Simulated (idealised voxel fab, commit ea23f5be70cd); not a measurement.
Process module, titled voxel plated lines
Section shown: cut. Width: 265 nm. Cell size: 5 nm, square.
If you're reading a cross-section in this doc, picture square cells in a grid; it comes to you as bands, top ones listed first down to the bottom, and a band can be one or more rows of cells. In this notation a band is specified by the heights of its top and bottom, in that order and in nm, after which its materials appear from left to right, each paired with its width in nm. The word "edge to edge" attached to a single material means that material fills the band from edge to edge; the word "air" stands for empty space. We count height from 0. Below that, the starting wafer is all one material. The lowest band never ends at the bottom but goes on down; see "from 0 down" for how that is written. Think of "30->40" as a width that walks from the first number to the second as you go down the band, top row to bottom row, taking equal-sized steps from row to row. Key: "no change occurred" - step with no changed cell in the cross-section. So "Closed internal voids" is basically the list of trapped voids: any empty space of 8 cells or more that can't reach the top through an opening. They're written width x height at distance, the distance being from the left edge, and it's all nm. Whatever follows a step's settings on its line is a remark the simulator itself makes about that step. overlay nm: mask offset rightward from planned place, masked step; negative means leftward offset.
### The process steps that were planned are listed below
1 RECEIVE, material Si
2 CONFORMAL_DEP, material SiO2, thk nm 10
3 DIRECTIONAL_DEP, material TiN, thk nm 5
4 PATTERN, tone open, mask id LINES, material resist, width nm 30, pitch nm 50, thk nm 35, overlay nm 0
5 EPI, material Ru, thk nm 10
6 EPI, material Ru, thk nm 10
7 EPI, material Ru, thk nm 10
8 STRIP, etch materials resist
9 DIRECTIONAL_ETCH, etch materials TiN, depth nm 5
10 CONFORMAL_DEP, material SiCN, thk nm 5
### This is the cross-section of the wafer as we received it, i.e. after step 1
> from 0 down: Si edge to edge
> Closed internal voids: none
### Same starting wafer, same plan as above, one mistake in the execution; this is the cross-section at the end of the module
> from 60 to 55: air (35); SiCN (40); air (10); SiCN (40); air (10); SiCN (40); air (10); SiCN (40); air (40)
> from 55 to 25: air (35); SiCN (5); Ru (30); SiCN (5); air (10); SiCN (5); Ru (30); SiCN (5); air (10); SiCN (5); Ru (30); SiCN (5); air (10); SiCN (5); Ru (30); SiCN (5); air (40)
> from 25 to 20: SiCN (40); TiN (30); SiCN (20); TiN (30); SiCN (20); TiN (30); SiCN (20); TiN (30); SiCN (45)
> from 20 to 10: TiN edge to edge
> from 10 to 0: SiO2 edge to edge
> from 0 down: Si edge to edge
> Closed internal voids: none
Against the plan, the run slipped here: step 3 was run on a setting that differed from the plan, and what really ran there is DIRECTIONAL_DEP, material TiN, thk nm 15
